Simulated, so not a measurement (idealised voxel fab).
process module | voxel capacitor over wiring
cross-section cut | 205 nm wide | cells 5 nm
A cross-section is a grid of square cells, given in bands from the top down. A band is one or more rows of cells.
Each band's line starts with the height of the band's top and of its bottom, in nm. Then come its materials from left to right, each with its width in nm. One material with "throughout" fills the band from edge to edge. "air" is empty space.
Height 0 is the level under which the wafer as received is all one material. The lowest band goes on downwards, as in "0 down".
A width such as "30 to 40" changes by the same amount from each row of cells to the next, from the band's top row to its bottom row.
"no change" after a step means that no cell of the cross-section changed.
closed voids: empty space of 8 cells or more with no open way to the top, each as width x height at its distance from the left edge, in nm
after a step's settings: what the simulator itself notes on the step
overlay nm, on a step with a mask: how far to the right of its planned place the mask lay; to the left if negative
plan
1 op RECEIVE | material Si
2 op CONFORMAL_DEP | material SiO2 | thk nm 10
3 op DIRECTIONAL_DEP | material TiN | thk nm 5
4 op DIRECTIONAL_DEP | material W | thk nm 15
5 op MASKED_ETCH | tone cover | mask id METAL_1 | width nm 25 | pitch nm 90 | etch materials W | depth nm 15 | overlay nm 0
6 op MASKED_ETCH | tone cover | mask id METAL_1 | width nm 25 | pitch nm 90 | etch materials TiN | depth nm 5 | overlay nm 0
7 op FILL_DEP | material lowk | thk nm 10
8 op CMP | height nm 30
9 op CONFORMAL_DEP | material SiCN | thk nm 5
10 op DIRECTIONAL_DEP | material SiO2 | thk nm 10
11 op DIRECTIONAL_DEP | material aC | thk nm 15
12 op PATTERN | tone open | mask id PLUG_1 | material resist | width nm 15 | thk nm 30 | overlay nm 0
13 op DIRECTIONAL_ETCH | etch materials aC | depth nm 15
14 op STRIP | etch materials resist
15 op DIRECTIONAL_ETCH | etch materials SiO2 | depth nm 10
16 op DIRECTIONAL_ETCH | etch materials SiCN | depth nm 5
17 op STRIP | etch materials aC
18 op EPI | material Ru | thk nm 10
19 op EPI | material Ru | thk nm 5
20 op DIRECTIONAL_DEP | material TiN | thk nm 10
21 op DIRECTIONAL_DEP | material SiN | thk nm 5
22 op DIRECTIONAL_DEP | material TiN | thk nm 5
23 op PATTERN | tone cover | mask id UPPER_PLATE | material resist | width nm 70 | thk nm 15 | overlay nm 0
24 op DIRECTIONAL_ETCH | etch materials TiN | depth nm 5
25 op DIRECTIONAL_ETCH | etch materials SiN | depth nm 5
26 op STRIP | etch materials resist
27 op PATTERN | tone cover | mask id LOWER_PLATE | material resist | width nm 80 | thk nm 15 | overlay nm 0
28 op DIRECTIONAL_ETCH | etch materials TiN | depth nm 10
29 op STRIP | etch materials resist
30 op FILL_DEP | material SiO2 | thk nm 15
31 op CMP | height nm 75
32 op MASKED_ETCH | tone open | mask id PLUG_2 | width nm 15 | etch materials SiO2 | depth nm 10 | overlay nm 0
33 op CONFORMAL_DEP | material TiN | thk nm 5
34 op FILL_DEP | material Cu | thk nm 5
35 op CMP | height nm 75
36 op CONFORMAL_DEP | material SiN | thk nm 5
as received, after step 1
  0 down: Si throughout
  closed voids: none
a wafer at the end: this start, this plan, one mistake
  70 to 65: SiN throughout
  65 to 60: SiO2 55 | TiN 70 | SiO2 80
  60 to 55: SiO2 55 | SiN 70 | SiO2 80
  55 to 45: SiO2 50 | TiN 80 | SiO2 75
  45 to 35: SiO2 55 | Ru 15 | SiO2 135
  35 to 30: SiCN 55 | Ru 15 | SiCN 135
  30 to 15: lowk 45 | W 25 | lowk 65 | W 25 | lowk 45
  15 to 10: lowk 45 | TiN 25 | lowk 65 | TiN 25 | lowk 45
  10 to 0: SiO2 throughout
  0 down: Si throughout
  closed voids: none
what went wrong: step 35 ran as: op CMP | height nm 65
